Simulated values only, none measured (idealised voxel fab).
This section sets out a process module, namely voxel transistor to metal.
Section cut is 180 nm wide and gridded with 5 nm square cells.
In this document a cross-section is written as a grid of square cells. It is given as a series of bands, listed from the top down, and a band is one or more rows of cells. Heights first: top, then bottom, in nm. Then materials, left to right, each with a width in nm. "full width" on a single material: fills the band edge to edge. "empty": empty space. Height is counted from the level 0, under which the received wafer is composed throughout of one material. The lowest of the bands is not closed at the bottom but continues downward, in the notation "from 0 down". Top row gets the first number, bottom row gets the second, and each row in between changes by the same step: that is how a band width like "30 to 40" works. Basically "no change occurred" means that step didn't change any cell in the cross-section. Closed-off voids of 8+ cells (no open route to the top) go in "Closed void roster", written width x height at distance from the left edge, in nm. The remark found on a step's line after its settings is issued by the simulator itself and pertains to that step. When a step includes a mask, the "overlay nm" setting on its line states how far to the right of its planned place that mask lay, and negative values state how far to the left. Below you will find pairs of cross-sections. In each, one shows the wafer before one process step and the other after it, with the after view ending at the lowest band that changed. Under each pair is the step separating them, along with its settings. Do not assume the pairs form a chain: they can come from different runs of this module on the same starting wafer, and a pair continues from the pair above it only when its "State on entry" entry says so.
State on entry
  from 25 to 10 = 70 of SiO2, then 5 of SiN, then 5 of TiN, then 15 of W, then 5 of TiN, then 5 of SiN, then 75 of SiO2
  from 10 to 5 = 55 of SiO2, then 15 of nSi, then 5 of SiN, then 5 of TiN, then 15 of W, then 5 of TiN, then 5 of SiN, then 15 of nSi, then 60 of SiO2
  from 5 to 0 = 25 of SiO2, then 5 of SiN, then 25 of SiO2, then 15 of nSi, then 5 of SiN, then 5 of TiN, then 15 of W, then 5 of TiN, then 5 of SiN, then 15 of nSi, then 25 of SiO2, then 5 of SiN, then 30 of SiO2
  from 0 to -5 = 55 of SiO2, then 15 of nSi, then 35 of TiN, then 15 of nSi, then 60 of SiO2
  from -5 to -20 = 35 of SiO2, then 35 of nSi, then 35 of Si, then 35 of nSi, then 40 of SiO2
  from -20 to -25 = 35 of SiO2, then 105 of Si, then 40 of SiO2
  from -25 down = Si full width
  Closed void roster: none
Cross-Section After Step
  from 35 to 25 = SiO2 full width
  Nothing below the height 25 has changed.
  Closed void roster: none
Step that separates the before view from the after view above: DIRECTIONAL_DEP (material SiO2; thk nm 10)
State on entry: this step begins from the cross-section that the pair just above shows after its step.
Cross-Section After Step
  from 35 to 25 = 40 of SiO2, then 15 of empty, then 65 of SiO2, then 15 of empty, then 45 of SiO2
  from 25 to 10 = 40 of SiO2, then 15 of empty, then 15 of SiO2, then 5 of SiN, then 5 of TiN, then 15 of W, then 5 of TiN, then 5 of SiN, then 15 of SiO2, then 15 of empty, then 45 of SiO2
  from 10 to 5 = 40 of SiO2, then 15 of empty, then 15 of nSi, then 5 of SiN, then 5 of TiN, then 15 of W, then 5 of TiN, then 5 of SiN, then 15 of nSi, then 15 of empty, then 45 of SiO2
  from 5 to 0 = 25 of SiO2, then 5 of SiN, then 10 of SiO2, then 15 of empty, then 15 of nSi, then 5 of SiN, then 5 of TiN, then 15 of W, then 5 of TiN, then 5 of SiN, then 15 of nSi, then 15 of empty, then 10 of SiO2, then 5 of SiN, then 30 of SiO2
  from 0 to -5 = 40 of SiO2, then 15 of empty, then 15 of nSi, then 35 of TiN, then 15 of nSi, then 15 of empty, then 45 of SiO2
  Nothing below the height -5 has changed.
  Closed void roster: none
Step that separates the before view from the after view above: MASKED_ETCH (tone open; mask id CONTACT; width nm 15; pitch nm 80; etch materials SiO2; depth nm 40; overlay nm 0)
State on entry: this step begins from the cross-section that the pair just above shows after its step.
Cross-Section After Step
  from 40 to 35 = 45 of TiN, then 5 of empty, then 75 of TiN, then 5 of empty, then 50 of TiN
  from 35 to 25 = 40 of SiO2, then 5 of TiN, then 5 of empty, then 5 of TiN, then 65 of SiO2, then 5 of TiN, then 5 of empty, then 5 of TiN, then 45 of SiO2
  from 25 to 10 = 40 of SiO2, then 5 of TiN, then 5 of empty, then 5 of TiN, then 15 of SiO2, then 5 of SiN, then 5 of TiN, then 15 of W, then 5 of TiN, then 5 of SiN, then 15 of SiO2, then 5 of TiN, then 5 of empty, then 5 of TiN, then 45 of SiO2
  from 10 to 5 = 40 of SiO2, then 5 of TiN, then 5 of empty, then 5 of TiN, then 15 of nSi, then 5 of SiN, then 5 of TiN, then 15 of W, then 5 of TiN, then 5 of SiN, then 15 of nSi, then 5 of TiN, then 5 of empty, then 5 of TiN, then 45 of SiO2
  from 5 to 0 = 25 of SiO2, then 5 of SiN, then 10 of SiO2, then 5 of TiN, then 5 of empty, then 5 of TiN, then 15 of nSi, then 5 of SiN, then 5 of TiN, then 15 of W, then 5 of TiN, then 5 of SiN, then 15 of nSi, then 5 of TiN, then 5 of empty, then 5 of TiN, then 10 of SiO2, then 5 of SiN, then 30 of SiO2
  from 0 to -5 = 40 of SiO2, then 15 of TiN, then 15 of nSi, then 35 of TiN, then 15 of nSi, then 15 of TiN, then 45 of SiO2
  Nothing below the height -5 has changed.
  Closed void roster: none
Step that separates the before view from the after view above: CONFORMAL_DEP (material TiN; thk nm 5)
State on entry: this step begins from the cross-section that the pair just above shows after its step.
Cross-Section After Step
  from 45 to 40 = W full width
  from 40 to 35 = 45 of TiN, then 5 of W, then 75 of TiN, then 5 of W, then 50 of TiN
  from 35 to 25 = 40 of SiO2, then 5 of TiN, then 5 of W, then 5 of TiN, then 65 of SiO2, then 5 of TiN, then 5 of W, then 5 of TiN, then 45 of SiO2
  from 25 to 10 = 40 of SiO2, then 5 of TiN, then 5 of W, then 5 of TiN, then 15 of SiO2, then 5 of SiN, then 5 of TiN, then 15 of W, then 5 of TiN, then 5 of SiN, then 15 of SiO2, then 5 of TiN, then 5 of W, then 5 of TiN, then 45 of SiO2
  from 10 to 5 = 40 of SiO2, then 5 of TiN, then 5 of W, then 5 of TiN, then 15 of nSi, then 5 of SiN, then 5 of TiN, then 15 of W, then 5 of TiN, then 5 of SiN, then 15 of nSi, then 5 of TiN, then 5 of W, then 5 of TiN, then 45 of SiO2
  from 5 to 0 = 25 of SiO2, then 5 of SiN, then 10 of SiO2, then 5 of TiN, then 5 of W, then 5 of TiN, then 15 of nSi, then 5 of SiN, then 5 of TiN, then 15 of W, then 5 of TiN, then 5 of SiN, then 15 of nSi, then 5 of TiN, then 5 of W, then 5 of TiN, then 10 of SiO2, then 5 of SiN, then 30 of SiO2
  Nothing below the height 0 has changed.
  Closed void roster: none
Step that separates the before view from the after view above: FILL_DEP (material W; thk nm 5)
State on entry: this step begins from the cross-section that the pair just above shows after its step.
Cross-Section After Step
  from 35 to 25 = 40 of SiO2, then 5 of TiN, then 5 of W, then 5 of TiN, then 65 of SiO2, then 5 of TiN, then 5 of W, then 5 of TiN, then 45 of SiO2
  Nothing below the height 25 has changed.
  Closed void roster: none
Step that separates the before view from the after view above: CMP (height nm 35)
State on entry: this step begins from the cross-section that the pair just above shows after its step.
Cross-Section After Step
  from 40 to 35 = TiN full width
  Nothing below the height 35 has changed.
  Closed void roster: none
Step that separates the before view from the after view above: DIRECTIONAL_DEP (material TiN; thk nm 5)
State on entry: this step begins from the cross-section that the pair just above shows after its step.
Cross-Section After Step
  from 60 to 40 = Ru full width
  Nothing below the height 40 has changed.
  Closed void roster: none
Step that separates the before view from the after view above: DIRECTIONAL_DEP (material Ru; thk nm 20)
State on entry: this step begins from the cross-section that the pair just above shows after its step.
Cross-Section After Step
  from 60 to 40 = 40 of empty, then 15 of Ru, then 65 of empty, then 15 of Ru, then 45 of empty
  Nothing below the height 40 has changed.
  Closed void roster: none
Step that separates the before view from the after view above: MASKED_ETCH (tone cover; mask id METAL_1; width nm 15; pitch nm 80; etch materials Ru; depth nm 20; overlay nm 0)
State on entry: this step begins from the cross-section that the pair just above shows after its step.
Cross-Section After Step
  from 60 to 40 = 40 of empty, then 15 of Ru, then 65 of empty, then 15 of Ru, then 45 of empty
  from 40 to 35 = 40 of empty, then 15 of TiN, then 65 of empty, then 15 of TiN, then 45 of empty
  Nothing below the height 35 has changed.
  Closed void roster: none
Step that separates the before view from the after view above: MASKED_ETCH (tone cover; mask id METAL_1; width nm 15; pitch nm 80; etch materials TiN; depth nm 5; overlay nm 0)
State on entry: this step begins from the cross-section that the pair just above shows after its step.
Cross-Section After Step
  from 65 to 60 = 35 of empty, then 25 of SiN, then 55 of empty, then 25 of SiN, then 40 of empty
  from 60 to 40 = 35 of empty, then 5 of SiN, then 15 of Ru, then 5 of SiN, then 55 of empty, then 5 of SiN, then 15 of Ru, then 5 of SiN, then 40 of empty
  from 40 to 35 = 40 of SiN, then 15 of TiN, then 65 of SiN, then 15 of TiN, then 45 of SiN
  Nothing below the height 35 has changed.
  Closed void roster: none
Step that separates the before view from the after view above: CONFORMAL_DEP (material SiN; thk nm 5)
State on entry: this step begins from the cross-section that the pair just above shows after its step.
Cross-Section After Step
  from 75 to 65 = SiO2 full width
  from 65 to 60 = 35 of SiO2, then 25 of SiN, then 55 of SiO2, then 25 of SiN, then 40 of SiO2
  from 60 to 40 = 35 of SiO2, then 5 of SiN, then 15 of Ru, then 5 of SiN, then 55 of SiO2, then 5 of SiN, then 15 of Ru, then 5 of SiN, then 40 of SiO2
  Nothing below the height 40 has changed.
  Closed void roster: none
Step that separates the before view from the after view above: FILL_DEP (material SiO2; thk nm 10)
State on entry: this step begins from the cross-section that the pair just above shows after its step.
Cross-Section After Step
  from 60 to 40 = 35 of SiO2, then 5 of SiN, then 15 of Ru, then 5 of SiN, then 55 of SiO2, then 5 of SiN, then 15 of Ru, then 5 of SiN, then 40 of SiO2
  Nothing below the height 40 has changed.
  Closed void roster: none
Step that separates the before view from the after view above: CMP (height nm 60)
State on entry: this step begins from the cross-section that the pair just above shows after its step.
Cross-Section After Step
  from 65 to 60 = SiCN full width
  Nothing below the height 60 has changed.
  Closed void roster: none
Step that separates the before view from the after view above: CONFORMAL_DEP (material SiCN; thk nm 5)
State on entry
  from 30 to 15 = 30 of empty, then 115 of aC, then 35 of empty
  from 15 to 5 = 30 of empty, then 115 of SiN, then 35 of empty
  from 5 to 0 = 30 of empty, then 115 of SiO2, then 35 of empty
  from 0 to -20 = 30 of empty, then 115 of Si, then 35 of empty
  from -20 down = Si full width
  Closed void roster: none
Cross-Section After Step
  from 30 to 15 = 30 of empty, then 115 of aC, then 35 of empty
  from 15 to 5 = 30 of empty, then 115 of SiN, then 35 of empty
  from 5 to 0 = 30 of empty, then 115 of SiO2, then 35 of empty
  from 0 to -40 = 30 of empty, then 115 of Si, then 35 of empty
  Nothing below the height -40 has changed.
  Closed void roster: none
Step that separates the before view from the after view above: DIRECTIONAL_ETCH (etch materials Si; depth nm 20)
State on entry: this step begins from the cross-section that the pair just above shows after its step.
Cross-Section After Step
  from 15 to 5 = 30 of empty, then 115 of SiN, then 35 of empty
  Nothing below the height 5 has changed.
  Closed void roster: none
Step that separates the before view from the after view above: STRIP (etch materials aC)
State on entry: this step begins from the cross-section that the pair just above shows after its step.
Cross-Section After Step
  from 15 to 5 = 30 of empty, then 115 of SiN, then 35 of empty
  from 5 to 0 = 30 of empty, then 115 of SiO2, then 35 of empty
  from 0 to -40 = 30 of empty, then 5 of SiO2, then 105 of Si, then 5 of SiO2, then 35 of empty
  from -40 to -45 = 35 of SiO2, then 105 of Si, then 40 of SiO2
  Nothing below the height -45 has changed.
  Closed void roster: none
Step that separates the before view from the after view above: OXIDIZE (depth nm 5)
State on entry: this step begins from the cross-section that the pair just above shows after its step.
Cross-Section After Step
  from 30 to 15 = SiO2 full width
  from 15 to 5 = 30 of SiO2, then 115 of SiN, then 35 of SiO2
  from 5 to 0 = SiO2 full width
  from 0 to -45 = 35 of SiO2, then 105 of Si, then 40 of SiO2
  Nothing below the height -45 has changed.
  Closed void roster: none
Step that separates the before view from the after view above: FILL_DEP (material SiO2; thk nm 15)
State on entry: this step begins from the cross-section that the pair just above shows after its step.
Cross-Section After Step
  from 15 to 5 = 30 of SiO2, then 115 of SiN, then 35 of SiO2
  Nothing below the height 5 has changed.
  Closed void roster: none
Step that separates the before view from the after view above: CMP (height nm 15)
State on entry: this step begins from the cross-section that the pair just above shows after its step.
Cross-Section After Step
  from 15 to 10 = 30 of empty, then 115 of SiN, then 35 of empty
  Nothing below the height 10 has changed.
  Closed void roster: none
Step that separates the before view from the after view above: SELECTIVE_ETCH (etch materials SiO2; depth nm 5)
State on entry: this step begins from the cross-section that the pair just above shows after its step.
Cross-Section After Step
  from 10 to 5 = 30 of SiO2, then 115 of empty, then 35 of SiO2
  Nothing below the height 5 has changed.
  Closed void roster: none
Step that separates the before view from the after view above: STRIP (etch materials SiN)
State on entry: this step begins from the cross-section that the pair just above shows after its step.
Cross-Section After Step
  from 5 to 0 = 25 of SiO2, then 125 of empty, then 30 of SiO2
  Nothing below the height 0 has changed.
  Closed void roster: none
Step that separates the before view from the after view above: SELECTIVE_ETCH (etch materials SiO2; depth nm 5)
State on entry: this step begins from the cross-section that the pair just above shows after its step.
Cross-Section After Step
  from 5 to 0 = 25 of SiO2, then 125 of empty, then 30 of SiO2
  from 0 to -5 = SiO2 full width
  Nothing below the height -5 has changed.
  Closed void roster: none
Step that separates the before view from the after view above: OXIDIZE (depth nm 5)
State on entry: this step begins from the cross-section that the pair just above shows after its step.
Cross-Section After Step
  from 35 to 30 = 25 of polySi, then 125 of empty, then 30 of polySi
  from 30 to 5 = polySi full width
  from 5 to 0 = 25 of SiO2, then 125 of polySi, then 30 of SiO2
  Nothing below the height 0 has changed.
  Closed void roster: none
Step that separates the before view from the after view above: DIRECTIONAL_DEP (material polySi; thk nm 30)
State on entry: this step begins from the cross-section that the pair just above shows after its step.
Cross-Section After Step
  from 45 to 40 = 25 of SiCN, then 125 of empty, then 30 of SiCN
  from 40 to 35 = SiCN full width
  from 35 to 30 = 25 of polySi, then 125 of SiCN, then 30 of polySi
  Nothing below the height 30 has changed.
  Closed void roster: none
Step that separates the before view from the after view above: DIRECTIONAL_DEP (material SiCN; thk nm 10)
State on entry: this step begins from the cross-section that the pair just above shows after its step.
Cross-Section After Step
  from 40 to 35 = 75 of empty, then 25 of SiCN, then 80 of empty
  from 35 to 30 = 25 of polySi, then 50 of empty, then 25 of SiCN, then 50 of empty, then 30 of polySi
  Nothing below the height 30 has changed.
  Closed void roster: none
Step that separates the before view from the after view above: MASKED_ETCH (tone cover; mask id GATE; width nm 25; etch materials SiCN; depth nm 20; overlay nm 0)
State on entry: this step begins from the cross-section that the pair just above shows after its step.
Cross-Section After Step
  from 40 to 30 = 75 of empty, then 25 of SiCN, then 80 of empty
  from 30 to 5 = 75 of empty, then 25 of polySi, then 80 of empty
  from 5 to 0 = 25 of SiO2, then 50 of empty, then 25 of polySi, then 50 of empty, then 30 of SiO2
  Nothing below the height 0 has changed.
  Closed void roster: none
Step that separates the before view from the after view above: MASKED_ETCH (tone cover; mask id GATE; width nm 25; etch materials polySi; depth nm 40; overlay nm 0)
State on entry: this step begins from the cross-section that the pair just above shows after its step.
Cross-Section After Step
  from 45 to 40 = 70 of empty, then 35 of SiN, then 75 of empty
  from 40 to 30 = 70 of empty, then 5 of SiN, then 25 of SiCN, then 5 of SiN, then 75 of empty
  from 30 to 10 = 70 of empty, then 5 of SiN, then 25 of polySi, then 5 of SiN, then 75 of empty
  from 10 to 5 = 30 of SiN, then 40 of empty, then 5 of SiN, then 25 of polySi, then 5 of SiN, then 40 of empty, then 35 of SiN
  from 5 to 0 = 25 of SiO2, then 50 of SiN, then 25 of polySi, then 50 of SiN, then 30 of SiO2
  Nothing below the height 0 has changed.
  Closed void roster: none
Step that separates the before view from the after view above: CONFORMAL_DEP (material SiN; thk nm 5)
State on entry: this step begins from the cross-section that the pair just above shows after its step.
Cross-Section After Step
  from 40 to 30 = 70 of empty, then 5 of SiN, then 25 of SiCN, then 5 of SiN, then 75 of empty
  from 30 to 5 = 70 of empty, then 5 of SiN, then 25 of polySi, then 5 of SiN, then 75 of empty
  from 5 to 0 = 25 of SiO2, then 5 of SiN, then 40 of empty, then 5 of SiN, then 25 of polySi, then 5 of SiN, then 40 of empty, then 5 of SiN, then 30 of SiO2
  Nothing below the height 0 has changed.
  Closed void roster: none
Step that separates the before view from the after view above: DIRECTIONAL_ETCH (etch materials SiN; depth nm 5)
State on entry: this step begins from the cross-section that the pair just above shows after its step.
Cross-Section After Step
  from 40 to 30 = 70 of empty, then 5 of SiN, then 25 of SiCN, then 5 of SiN, then 75 of empty
  from 30 to 5 = 70 of empty, then 5 of SiN, then 25 of polySi, then 5 of SiN, then 75 of empty
  from 5 to 0 = 25 of empty, then 5 of SiN, then 40 of empty, then 5 of SiN, then 25 of polySi, then 5 of SiN, then 40 of empty, then 5 of SiN, then 30 of empty
  from 0 to -5 = 30 of SiO2, then 40 of empty, then 35 of SiO2, then 40 of empty, then 35 of SiO2
  Nothing below the height -5 has changed.
  Closed void roster: none
Step that separates the before view from the after view above: DIRECTIONAL_ETCH (etch materials SiO2; depth nm 5)
State on entry: this step begins from the cross-section that the pair just above shows after its step.
Cross-Section After Step
  from 40 to 30 = 70 of empty, then 5 of SiN, then 25 of SiCN, then 5 of SiN, then 75 of empty
  from 30 to 5 = 70 of empty, then 5 of SiN, then 25 of polySi, then 5 of SiN, then 75 of empty
  from 5 to 0 = 25 of empty, then 5 of SiN, then 40 of empty, then 5 of SiN, then 25 of polySi, then 5 of SiN, then 40 of empty, then 5 of SiN, then 30 of empty
  from 0 to -5 = 30 of SiO2, then 40 of empty, then 35 of SiO2, then 40 of empty, then 35 of SiO2
  from -5 to -20 = 35 of SiO2, then 35 of empty, then 35 of Si, then 35 of empty, then 40 of SiO2
  Nothing below the height -20 has changed.
  Closed void roster: none
Step that separates the before view from the after view above: DIRECTIONAL_ETCH (etch materials Si; depth nm 15)
State on entry: this step begins from the cross-section that the pair just above shows after its step.
Cross-Section After Step
  from 40 to 30 = 70 of empty, then 5 of SiN, then 25 of SiCN, then 5 of SiN, then 75 of empty
  from 30 to 10 = 70 of empty, then 5 of SiN, then 25 of polySi, then 5 of SiN, then 75 of empty
  from 10 to 5 = 55 of empty, then 15 of nSi, then 5 of SiN, then 25 of polySi, then 5 of SiN, then 15 of nSi, then 60 of empty
  from 5 to 0 = 25 of empty, then 5 of SiN, then 25 of empty, then 15 of nSi, then 5 of SiN, then 25 of polySi, then 5 of SiN, then 15 of nSi, then 25 of empty, then 5 of SiN, then 30 of empty
  from 0 to -5 = 30 of SiO2, then 25 of empty, then 15 of nSi, then 35 of SiO2, then 15 of nSi, then 25 of empty, then 35 of SiO2
  from -5 to -20 = 35 of SiO2, then 35 of nSi, then 35 of Si, then 35 of nSi, then 40 of SiO2
  Nothing below the height -20 has changed.
  Closed void roster: none
Step that separates the before view from the after view above: EPI (material nSi; thk nm 15)
State on entry: this step begins from the cross-section that the pair just above shows after its step.
Cross-Section After Step
  from 45 to 40 = SiO2 full width
  from 40 to 30 = 70 of SiO2, then 5 of SiN, then 25 of SiCN, then 5 of SiN, then 75 of SiO2
  from 30 to 10 = 70 of SiO2, then 5 of SiN, then 25 of polySi, then 5 of SiN, then 75 of SiO2
  from 10 to 5 = 55 of SiO2, then 15 of nSi, then 5 of SiN, then 25 of polySi, then 5 of SiN, then 15 of nSi, then 60 of SiO2
  from 5 to 0 = 25 of SiO2, then 5 of SiN, then 25 of SiO2, then 15 of nSi, then 5 of SiN, then 25 of polySi, then 5 of SiN, then 15 of nSi, then 25 of SiO2, then 5 of SiN, then 30 of SiO2
  from 0 to -5 = 55 of SiO2, then 15 of nSi, then 35 of SiO2, then 15 of nSi, then 60 of SiO2
  Nothing below the height -5 has changed.
  Closed void roster: none
Step that separates the before view from the after view above: FILL_DEP (material SiO2; thk nm 5)
State on entry: this step begins from the cross-section that the pair just above shows after its step.
Cross-Section After Step
  from 30 to 10 = 70 of SiO2, then 5 of SiN, then 25 of polySi, then 5 of SiN, then 75 of SiO2
  Nothing below the height 10 has changed.
  Closed void roster: none
Step that separates the before view from the after view above: CMP (height nm 30)
State on entry: this step begins from the cross-section that the pair just above shows after its step.
Cross-Section After Step
  from 30 to 10 = 70 of SiO2, then 5 of SiN, then 25 of empty, then 5 of SiN, then 75 of SiO2
  from 10 to 5 = 55 of SiO2, then 15 of nSi, then 5 of SiN, then 25 of empty, then 5 of SiN, then 15 of nSi, then 60 of SiO2
  from 5 to 0 = 25 of SiO2, then 5 of SiN, then 25 of SiO2, then 15 of nSi, then 5 of SiN, then 25 of empty, then 5 of SiN, then 15 of nSi, then 25 of SiO2, then 5 of SiN, then 30 of SiO2
  Nothing below the height 0 has changed.
  Closed void roster: none
Step that separates the before view from the after view above: STRIP (etch materials polySi)
State on entry: this step begins from the cross-section that the pair just above shows after its step.
Cross-Section After Step
  from 30 to 25 = 70 of empty, then 5 of SiN, then 25 of empty, then 5 of SiN, then 75 of empty
  from 25 to 10 = 70 of SiO2, then 5 of SiN, then 25 of empty, then 5 of SiN, then 75 of SiO2
  from 10 to 5 = 55 of SiO2, then 15 of nSi, then 5 of SiN, then 25 of empty, then 5 of SiN, then 15 of nSi, then 60 of SiO2
  from 5 to 0 = 25 of SiO2, then 5 of SiN, then 25 of SiO2, then 15 of nSi, then 5 of SiN, then 25 of empty, then 5 of SiN, then 15 of nSi, then 25 of SiO2, then 5 of SiN, then 30 of SiO2
  from 0 to -5 = 55 of SiO2, then 15 of nSi, then 35 of empty, then 15 of nSi, then 60 of SiO2
  Nothing below the height -5 has changed.
  Closed void roster: none
Step that separates the before view from the after view above: SELECTIVE_ETCH (etch materials SiO2; depth nm 5)
State on entry: this step begins from the cross-section that the pair just above shows after its step.
Cross-Section After Step
  from 35 to 30 = 65 of empty, then 15 of HfO2, then 15 of empty, then 15 of HfO2, then 70 of empty
  from 30 to 25 = 70 of HfO2, then 5 of SiN, then 5 of HfO2, then 15 of empty, then 5 of HfO2, then 5 of SiN, then 75 of HfO2
  from 25 to 10 = 70 of SiO2, then 5 of SiN, then 5 of HfO2, then 15 of empty, then 5 of HfO2, then 5 of SiN, then 75 of SiO2
  from 10 to 5 = 55 of SiO2, then 15 of nSi, then 5 of SiN, then 5 of HfO2, then 15 of empty, then 5 of HfO2, then 5 of SiN, then 15 of nSi, then 60 of SiO2
  from 5 to 0 = 25 of SiO2, then 5 of SiN, then 25 of SiO2, then 15 of nSi, then 5 of SiN, then 5 of HfO2, then 15 of empty, then 5 of HfO2, then 5 of SiN, then 15 of nSi, then 25 of SiO2, then 5 of SiN, then 30 of SiO2
  from 0 to -5 = 55 of SiO2, then 15 of nSi, then 35 of HfO2, then 15 of nSi, then 60 of SiO2
  Nothing below the height -5 has changed.
  Closed void roster: none
Step that separates the before view from the after view above: CONFORMAL_DEP (material HfO2; thk nm 5)
State on entry: this step begins from the cross-section that the pair just above shows after its step.
Cross-Section After Step
  from 40 to 35 = 60 of empty, then 25 of TiN, then 5 of empty, then 25 of TiN, then 65 of empty
  from 35 to 30 = 65 of TiN, then 15 of HfO2, then 5 of TiN, then 5 of empty, then 5 of TiN, then 15 of HfO2, then 70 of TiN
  from 30 to 25 = 70 of HfO2, then 5 of SiN, then 5 of HfO2, then 5 of TiN, then 5 of empty, then 5 of TiN, then 5 of HfO2, then 5 of SiN, then 75 of HfO2
  from 25 to 10 = 70 of SiO2, then 5 of SiN, then 5 of HfO2, then 5 of TiN, then 5 of empty, then 5 of TiN, then 5 of HfO2, then 5 of SiN, then 75 of SiO2
  from 10 to 5 = 55 of SiO2, then 15 of nSi, then 5 of SiN, then 5 of HfO2, then 5 of TiN, then 5 of empty, then 5 of TiN, then 5 of HfO2, then 5 of SiN, then 15 of nSi, then 60 of SiO2
  from 5 to 0 = 25 of SiO2, then 5 of SiN, then 25 of SiO2, then 15 of nSi, then 5 of SiN, then 5 of HfO2, then 15 of TiN, then 5 of HfO2, then 5 of SiN, then 15 of nSi, then 25 of SiO2, then 5 of SiN, then 30 of SiO2
  Nothing below the height 0 has changed.
  Closed void roster: none
Step that separates the before view from the after view above: CONFORMAL_DEP (material TiN; thk nm 5)
State on entry: this step begins from the cross-section that the pair just above shows after its step.
Cross-Section After Step
  from 50 to 40 = W full width
  from 40 to 35 = 60 of W, then 25 of TiN, then 5 of W, then 25 of TiN, then 65 of W
  from 35 to 30 = 65 of TiN, then 15 of HfO2, then 5 of TiN, then 5 of W, then 5 of TiN, then 15 of HfO2, then 70 of TiN
  from 30 to 25 = 70 of HfO2, then 5 of SiN, then 5 of HfO2, then 5 of TiN, then 5 of W, then 5 of TiN, then 5 of HfO2, then 5 of SiN, then 75 of HfO2
  from 25 to 10 = 70 of SiO2, then 5 of SiN, then 5 of HfO2, then 5 of TiN, then 5 of W, then 5 of TiN, then 5 of HfO2, then 5 of SiN, then 75 of SiO2
  from 10 to 5 = 55 of SiO2, then 15 of nSi, then 5 of SiN, then 5 of HfO2, then 5 of TiN, then 5 of W, then 5 of TiN, then 5 of HfO2, then 5 of SiN, then 15 of nSi, then 60 of SiO2
  Nothing below the height 5 has changed.
  Closed void roster: none
Step that separates the before view from the after view above: FILL_DEP (material W; thk nm 10)
State on entry: this step begins from the cross-section that the pair just above shows after its step.
Cross-Section After Step
  from 25 to 10 = 70 of SiO2, then 5 of SiN, then 5 of HfO2, then 5 of TiN, then 5 of W, then 5 of TiN, then 5 of HfO2, then 5 of SiN, then 75 of SiO2
  Nothing below the height 10 has changed.
  Closed void roster: none
Step that separates the before view from the after view above: CMP (height nm 25)
State on entry: this step begins from the cross-section that the pair just above shows after its step.
Cross-Section After Step
  from 35 to 25 = SiO2 full width
  Nothing below the height 25 has changed.
  Closed void roster: none
Step that separates the before view from the after view above: DIRECTIONAL_DEP (material SiO2; thk nm 10)
State on entry: this step begins from the cross-section that the pair just above shows after its step.
Cross-Section After Step
  from 35 to 25 = 40 of SiO2, then 15 of empty, then 65 of SiO2, then 15 of empty, then 45 of SiO2
  from 25 to 10 = 40 of SiO2, then 15 of empty, then 15 of SiO2, then 5 of SiN, then 5 of HfO2, then 5 of TiN, then 5 of W, then 5 of TiN, then 5 of HfO2, then 5 of SiN, then 15 of SiO2, then 15 of empty, then 45 of SiO2
  from 10 to 5 = 40 of SiO2, then 15 of empty, then 15 of nSi, then 5 of SiN, then 5 of HfO2, then 5 of TiN, then 5 of W, then 5 of TiN, then 5 of HfO2, then 5 of SiN, then 15 of nSi, then 15 of empty, then 45 of SiO2
  from 5 to 0 = 25 of SiO2, then 5 of SiN, then 10 of SiO2, then 15 of empty, then 15 of nSi, then 5 of SiN, then 5 of HfO2, then 15 of TiN, then 5 of HfO2, then 5 of SiN, then 15 of nSi, then 15 of empty, then 10 of SiO2, then 5 of SiN, then 30 of SiO2
  from 0 to -5 = 40 of SiO2, then 15 of empty, then 15 of nSi, then 35 of HfO2, then 15 of nSi, then 15 of empty, then 45 of SiO2
  Nothing below the height -5 has changed.
  Closed void roster: none
Step that separates the before view from the after view above: MASKED_ETCH (tone open; mask id CONTACT; width nm 15; pitch nm 80; etch materials SiO2; depth nm 40; overlay nm 0)
State on entry: this step begins from the cross-section that the pair just above shows after its step.
Cross-Section After Step
  from 40 to 35 = 45 of TiN, then 5 of empty, then 75 of TiN, then 5 of empty, then 50 of TiN
  from 35 to 25 = 40 of SiO2, then 5 of TiN, then 5 of empty, then 5 of TiN, then 65 of SiO2, then 5 of TiN, then 5 of empty, then 5 of TiN, then 45 of SiO2
  from 25 to 10 = 40 of SiO2, then 5 of TiN, then 5 of empty, then 5 of TiN, then 15 of SiO2, then 5 of SiN, then 5 of HfO2, then 5 of TiN, then 5 of W, then 5 of TiN, then 5 of HfO2, then 5 of SiN, then 15 of SiO2, then 5 of TiN, then 5 of empty, then 5 of TiN, then 45 of SiO2
  from 10 to 5 = 40 of SiO2, then 5 of TiN, then 5 of empty, then 5 of TiN, then 15 of nSi, then 5 of SiN, then 5 of HfO2, then 5 of TiN, then 5 of W, then 5 of TiN, then 5 of HfO2, then 5 of SiN, then 15 of nSi, then 5 of TiN, then 5 of empty, then 5 of TiN, then 45 of SiO2
  from 5 to 0 = 25 of SiO2, then 5 of SiN, then 10 of SiO2, then 5 of TiN, then 5 of empty, then 5 of TiN, then 15 of nSi, then 5 of SiN, then 5 of HfO2, then 15 of TiN, then 5 of HfO2, then 5 of SiN, then 15 of nSi, then 5 of TiN, then 5 of empty, then 5 of TiN, then 10 of SiO2, then 5 of SiN, then 30 of SiO2
  from 0 to -5 = 40 of SiO2, then 15 of TiN, then 15 of nSi, then 35 of HfO2, then 15 of nSi, then 15 of TiN, then 45 of SiO2
  Nothing below the height -5 has changed.
  Closed void roster: none
Step that separates the before view from the after view above: CONFORMAL_DEP (material TiN; thk nm 5)
State on entry: this step begins from the cross-section that the pair just above shows after its step.
Cross-Section After Step
  from 45 to 40 = W full width
  from 40 to 35 = 45 of TiN, then 5 of W, then 75 of TiN, then 5 of W, then 50 of TiN
  from 35 to 25 = 40 of SiO2, then 5 of TiN, then 5 of W, then 5 of TiN, then 65 of SiO2, then 5 of TiN, then 5 of W, then 5 of TiN, then 45 of SiO2
  from 25 to 10 = 40 of SiO2, then 5 of TiN, then 5 of W, then 5 of TiN, then 15 of SiO2, then 5 of SiN, then 5 of HfO2, then 5 of TiN, then 5 of W, then 5 of TiN, then 5 of HfO2, then 5 of SiN, then 15 of SiO2, then 5 of TiN, then 5 of W, then 5 of TiN, then 45 of SiO2
  from 10 to 5 = 40 of SiO2, then 5 of TiN, then 5 of W, then 5 of TiN, then 15 of nSi, then 5 of SiN, then 5 of HfO2, then 5 of TiN, then 5 of W, then 5 of TiN, then 5 of HfO2, then 5 of SiN, then 15 of nSi, then 5 of TiN, then 5 of W, then 5 of TiN, then 45 of SiO2
  from 5 to 0 = 25 of SiO2, then 5 of SiN, then 10 of SiO2, then 5 of TiN, then 5 of W, then 5 of TiN, then 15 of nSi, then 5 of SiN, then 5 of HfO2, then 15 of TiN, then 5 of HfO2, then 5 of SiN, then 15 of nSi, then 5 of TiN, then 5 of W, then 5 of TiN, then 10 of SiO2, then 5 of SiN, then 30 of SiO2
  Nothing below the height 0 has changed.
  Closed void roster: none
Step that separates the before view from the after view above: FILL_DEP (material W; thk nm 5)
